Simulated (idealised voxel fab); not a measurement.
Module name: voxel wiring stack (process module)
The cross-section shown here is cut; it is 255 nm wide and divided into square cells measuring 5 nm on a side.
When this document writes out a cross-section, it uses a grid of square cells and lists it as bands, beginning at the top and moving down, with a band standing for one or more rows of cells. Band entry format. Leading values: height of top, height of bottom, nm. Remainder: materials in left-to-right order, each with its width in nm. Special words: "full width" on a single material, which then fills the band edge to edge; "empty", empty space. Heights are reckoned from 0. Under this level, the received wafer is all of one material. The bottommost band is open-ended downward, for example "from 0 down". The expression "30..40" gives the width at the extremes of the band, the first number at its top row of cells and the second at its bottom row, with the width changing by equal amounts from each row to the next in between. No cell of the cross-section changed in a step that is given as "all unchanged". "Closed cavity list" specifies each empty space that is not open to the top and that occupies no fewer than 8 cells, using the form width x height at distance, the distance measured from the left edge and all three quantities in nm. Post-settings text on a step line: simulator's own remark regarding the step. Regarding "overlay nm": on a step with a mask, it is the distance the mask lay to the right of its planned place; a negative value places it to the left.

[Planned process steps]
- 1: RECEIVE: material Si
- 2: CONFORMAL_DEP: material SiO2, thk nm 10
- 3: DIRECTIONAL_DEP: material TiN, thk nm 5
- 4: DIRECTIONAL_DEP: material Ru, thk nm 25
- 5: PATTERN: tone cover, mask id METAL_1, material resist, width nm 25, pitch nm 55, thk nm 15, overlay nm 0
- 6: DIRECTIONAL_ETCH: etch materials Ru, depth nm 25
- 7: DIRECTIONAL_ETCH: etch materials TiN, depth nm 5
- 8: STRIP: etch materials resist
- 9: FILL_DEP: material SiO2, thk nm 5
- 10: CMP: height nm 40
- 11: CONFORMAL_DEP: material SiCN, thk nm 5
- 12: DIRECTIONAL_DEP: material lowk, thk nm 20
- 13: MASKED_ETCH: tone open, mask id PLUG_1, width nm 15, pitch nm 55, etch materials lowk, depth nm 20, overlay nm 0
- 14: MASKED_ETCH: tone open, mask id PLUG_1, width nm 15, pitch nm 55, etch materials SiCN, depth nm 5, overlay nm 0
- 15: CONFORMAL_DEP: material TiN, thk nm 5
- 16: FILL_DEP: material W, thk nm 5
- 17: CMP: height nm 65
- 18: CONFORMAL_DEP: material SiN, thk nm 5
- 19: DIRECTIONAL_DEP: material lowk, thk nm 20
- 20: MASKED_ETCH: tone open, mask id METAL_2, width nm 25, pitch nm 55, etch materials lowk, depth nm 20, overlay nm 0
- 21: MASKED_ETCH: tone open, mask id METAL_2, width nm 25, pitch nm 55, etch materials SiN, depth nm 5, overlay nm 0
- 22: CONFORMAL_DEP: material TiN, thk nm 5
- 23: FILL_DEP: material Cu, thk nm 10
- 24: CMP: height nm 90
- 25: CONFORMAL_DEP: material SiCN, thk nm 5

[Wafer, first of two, run as planned]

[So this is the incoming wafer in cross-section - it's already been through step 1]
	from 0 down  Si full width
	Closed cavity list: none

[After step 2, in cross-section]
	from 10 to 0  SiO2 full width
	below 0: unchanged

[After step 3, in cross-section]
	from 15 to 10  TiN full width
	below 10: unchanged

[After step 4, in cross-section]
	from 40 to 15  Ru full width
	below 15: unchanged

[After step 5, in cross-section]
	from 55 to 40  empty 30 | resist 25 | empty 30 | resist 25 | empty 30 | resist 25 | empty 30 | resist 25 | empty 35
	below 40: unchanged

[After step 6, in cross-section]
	from 55 to 40  empty 30 | resist 25 | empty 30 | resist 25 | empty 30 | resist 25 | empty 30 | resist 25 | empty 35
	from 40 to 15  empty 30 | Ru 25 | empty 30 | Ru 25 | empty 30 | Ru 25 | empty 30 | Ru 25 | empty 35
	below 15: unchanged

[After step 7, in cross-section]
	from 55 to 40  empty 30 | resist 25 | empty 30 | resist 25 | empty 30 | resist 25 | empty 30 | resist 25 | empty 35
	from 40 to 15  empty 30 | Ru 25 | empty 30 | Ru 25 | empty 30 | Ru 25 | empty 30 | Ru 25 | empty 35
	from 15 to 10  empty 30 | TiN 25 | empty 30 | TiN 25 | empty 30 | TiN 25 | empty 30 | TiN 25 | empty 35
	below 10: unchanged

[After step 8, in cross-section]
	from 40 to 15  empty 30 | Ru 25 | empty 30 | Ru 25 | empty 30 | Ru 25 | empty 30 | Ru 25 | empty 35
	below 15: unchanged

[After step 9, in cross-section]
	from 45 to 40  SiO2 full width
	from 40 to 15  SiO2 30 | Ru 25 | SiO2 30 | Ru 25 | SiO2 30 | Ru 25 | SiO2 30 | Ru 25 | SiO2 35
	from 15 to 10  SiO2 30 | TiN 25 | SiO2 30 | TiN 25 | SiO2 30 | TiN 25 | SiO2 30 | TiN 25 | SiO2 35
	below 10: unchanged

[After step 10, in cross-section]
	from 40 to 15  SiO2 30 | Ru 25 | SiO2 30 | Ru 25 | SiO2 30 | Ru 25 | SiO2 30 | Ru 25 | SiO2 35
	below 15: unchanged

[After step 11, in cross-section]
	from 45 to 40  SiCN full width
	below 40: unchanged

[After step 12, in cross-section]
	from 65 to 45  lowk full width
	below 45: unchanged

[After step 13, in cross-section]
	from 65 to 45  lowk 30 | empty 15 | lowk 40 | empty 15 | lowk 40 | empty 15 | lowk 40 | empty 15 | lowk 45
	below 45: unchanged

[After step 14, in cross-section]
	from 65 to 45  lowk 30 | empty 15 | lowk 40 | empty 15 | lowk 40 | empty 15 | lowk 40 | empty 15 | lowk 45
	from 45 to 40  SiCN 30 | empty 15 | SiCN 40 | empty 15 | SiCN 40 | empty 15 | SiCN 40 | empty 15 | SiCN 45
	below 40: unchanged

[After step 15, in cross-section]
	from 70 to 65  TiN 35 | empty 5 | TiN 50 | empty 5 | TiN 50 | empty 5 | TiN 50 | empty 5 | TiN 50
	from 65 to 45  lowk 30 | TiN 5 | empty 5 | TiN 5 | lowk 40 | TiN 5 | empty 5 | TiN 5 | lowk 40 | TiN 5 | empty 5 | TiN 5 | lowk 40 | TiN 5 | empty 5 | TiN 5 | lowk 45
	from 45 to 40  SiCN 30 | TiN 15 | SiCN 40 | TiN 15 | SiCN 40 | TiN 15 | SiCN 40 | TiN 15 | SiCN 45
	below 40: unchanged

[After step 16, in cross-section]
	from 75 to 70  W full width
	from 70 to 65  TiN 35 | W 5 | TiN 50 | W 5 | TiN 50 | W 5 | TiN 50 | W 5 | TiN 50
	from 65 to 45  lowk 30 | TiN 5 | W 5 | TiN 5 | lowk 40 | TiN 5 | W 5 | TiN 5 | lowk 40 | TiN 5 | W 5 | TiN 5 | lowk 40 | TiN 5 | W 5 | TiN 5 | lowk 45
	below 45: unchanged

[After step 17, in cross-section]
	from 65 to 45  lowk 30 | TiN 5 | W 5 | TiN 5 | lowk 40 | TiN 5 | W 5 | TiN 5 | lowk 40 | TiN 5 | W 5 | TiN 5 | lowk 40 | TiN 5 | W 5 | TiN 5 | lowk 45
	below 45: unchanged

[After step 18, in cross-section]
	from 70 to 65  SiN full width
	below 65: unchanged

[After step 19, in cross-section]
	from 90 to 70  lowk full width
	below 70: unchanged

[After step 20, in cross-section]
	from 90 to 70  lowk 30 | empty 25 | lowk 30 | empty 25 | lowk 30 | empty 25 | lowk 30 | empty 25 | lowk 35
	below 70: unchanged

[After step 21, in cross-section]
	from 90 to 70  lowk 30 | empty 25 | lowk 30 | empty 25 | lowk 30 | empty 25 | lowk 30 | empty 25 | lowk 35
	from 70 to 65  SiN 30 | empty 25 | SiN 30 | empty 25 | SiN 30 | empty 25 | SiN 30 | empty 25 | SiN 35
	below 65: unchanged

[After step 22, in cross-section]
	from 95 to 90  TiN 35 | empty 15 | TiN 40 | empty 15 | TiN 40 | empty 15 | TiN 40 | empty 15 | TiN 40
	from 90 to 70  lowk 30 | TiN 5 | empty 15 | TiN 5 | lowk 30 | TiN 5 | empty 15 | TiN 5 | lowk 30 | TiN 5 | empty 15 | TiN 5 | lowk 30 | TiN 5 | empty 15 | TiN 5 | lowk 35
	from 70 to 65  SiN 30 | TiN 25 | SiN 30 | TiN 25 | SiN 30 | TiN 25 | SiN 30 | TiN 25 | SiN 35
	below 65: unchanged

[After step 23, in cross-section]
	from 105 to 95  Cu full width
	from 95 to 90  TiN 35 | Cu 15 | TiN 40 | Cu 15 | TiN 40 | Cu 15 | TiN 40 | Cu 15 | TiN 40
	from 90 to 70  lowk 30 | TiN 5 | Cu 15 | TiN 5 | lowk 30 | TiN 5 | Cu 15 | TiN 5 | lowk 30 | TiN 5 | Cu 15 | TiN 5 | lowk 30 | TiN 5 | Cu 15 | TiN 5 | lowk 35
	below 70: unchanged

[After step 24, in cross-section]
	from 90 to 70  lowk 30 | TiN 5 | Cu 15 | TiN 5 | lowk 30 | TiN 5 | Cu 15 | TiN 5 | lowk 30 | TiN 5 | Cu 15 | TiN 5 | lowk 30 | TiN 5 | Cu 15 | TiN 5 | lowk 35
	below 70: unchanged

[After step 25, in cross-section]
	from 95 to 90  SiCN full width
	below 90: unchanged

[It is to be noted that the second wafer proceeded from the same initial state and according to the same plan as the first, although one mistake was committed in its execution; through step 12, inclusive, the two wafers share an identical history]

[Cross-section of the second wafer corresponding to the planned conclusion of step 13]
	from 65 to 45  empty 30 | lowk 15 | empty 40 | lowk 15 | empty 40 | lowk 15 | empty 40 | lowk 15 | empty 45
	below 45: unchanged

Cross-section of the second wafer corresponding to the planned conclusion of step 14: all unchanged

[Cross-section of the second wafer corresponding to the planned conclusion of step 15]
	from 70 to 65  empty 25 | TiN 25 | empty 30 | TiN 25 | empty 30 | TiN 25 | empty 30 | TiN 25 | empty 40
	from 65 to 50  empty 25 | TiN 5 | lowk 15 | TiN 5 | empty 30 | TiN 5 | lowk 15 | TiN 5 | empty 30 | TiN 5 | lowk 15 | TiN 5 | empty 30 | TiN 5 | lowk 15 | TiN 5 | empty 40
	from 50 to 45  TiN 30 | lowk 15 | TiN 40 | lowk 15 | TiN 40 | lowk 15 | TiN 40 | lowk 15 | TiN 45
	below 45: unchanged

[Cross-section of the second wafer corresponding to the planned conclusion of step 16]
	from 75 to 70  W full width
	from 70 to 65  W 25 | TiN 25 | W 30 | TiN 25 | W 30 | TiN 25 | W 30 | TiN 25 | W 40
	from 65 to 50  W 25 | TiN 5 | lowk 15 | TiN 5 | W 30 | TiN 5 | lowk 15 | TiN 5 | W 30 | TiN 5 | lowk 15 | TiN 5 | W 30 | TiN 5 | lowk 15 | TiN 5 | W 40
	below 50: unchanged

[Cross-section of the second wafer corresponding to the planned conclusion of step 17]
	from 65 to 50  W 25 | TiN 5 | lowk 15 | TiN 5 | W 30 | TiN 5 | lowk 15 | TiN 5 | W 30 | TiN 5 | lowk 15 | TiN 5 | W 30 | TiN 5 | lowk 15 | TiN 5 | W 40
	below 50: unchanged

[Cross-section of the second wafer corresponding to the planned conclusion of step 18]
	from 70 to 65  SiN full width
	below 65: unchanged

[Cross-section of the second wafer corresponding to the planned conclusion of step 19]
	from 90 to 70  lowk full width
	below 70: unchanged

[Cross-section of the second wafer corresponding to the planned conclusion of step 20]
	from 90 to 70  lowk 30 | empty 25 | lowk 30 | empty 25 | lowk 30 | empty 25 | lowk 30 | empty 25 | lowk 35
	below 70: unchanged

[Cross-section of the second wafer corresponding to the planned conclusion of step 21]
	from 90 to 70  lowk 30 | empty 25 | lowk 30 | empty 25 | lowk 30 | empty 25 | lowk 30 | empty 25 | lowk 35
	from 70 to 65  SiN 30 | empty 25 | SiN 30 | empty 25 | SiN 30 | empty 25 | SiN 30 | empty 25 | SiN 35
	below 65: unchanged

[Cross-section of the second wafer corresponding to the planned conclusion of step 22]
	from 95 to 90  TiN 35 | empty 15 | TiN 40 | empty 15 | TiN 40 | empty 15 | TiN 40 | empty 15 | TiN 40
	from 90 to 70  lowk 30 | TiN 5 | empty 15 | TiN 5 | lowk 30 | TiN 5 | empty 15 | TiN 5 | lowk 30 | TiN 5 | empty 15 | TiN 5 | lowk 30 | TiN 5 | empty 15 | TiN 5 | lowk 35
	from 70 to 65  SiN 30 | TiN 25 | SiN 30 | TiN 25 | SiN 30 | TiN 25 | SiN 30 | TiN 25 | SiN 35
	below 65: unchanged

[Cross-section of the second wafer corresponding to the planned conclusion of step 23]
	from 105 to 95  Cu full width
	from 95 to 90  TiN 35 | Cu 15 | TiN 40 | Cu 15 | TiN 40 | Cu 15 | TiN 40 | Cu 15 | TiN 40
	from 90 to 70  lowk 30 | TiN 5 | Cu 15 | TiN 5 | lowk 30 | TiN 5 | Cu 15 | TiN 5 | lowk 30 | TiN 5 | Cu 15 | TiN 5 | lowk 30 | TiN 5 | Cu 15 | TiN 5 | lowk 35
	below 70: unchanged

[Cross-section of the second wafer corresponding to the planned conclusion of step 24]
	from 90 to 70  lowk 30 | TiN 5 | Cu 15 | TiN 5 | lowk 30 | TiN 5 | Cu 15 | TiN 5 | lowk 30 | TiN 5 | Cu 15 | TiN 5 | lowk 30 | TiN 5 | Cu 15 | TiN 5 | lowk 35
	below 70: unchanged

[Cross-section of the second wafer corresponding to the planned conclusion of step 25]
	from 95 to 90  SiCN full width
	below 90: unchanged
Processing error: contrary to plan, step 13 was performed as MASKED_ETCH: tone cover, mask id PLUG_1, width nm 15, pitch nm 55, etch materials lowk, depth nm 20, overlay nm 0
Final wafer comparison in cells, second versus first, more or fewer per material: +12 SiCN; +19 TiN; +77 W; -108 lowk
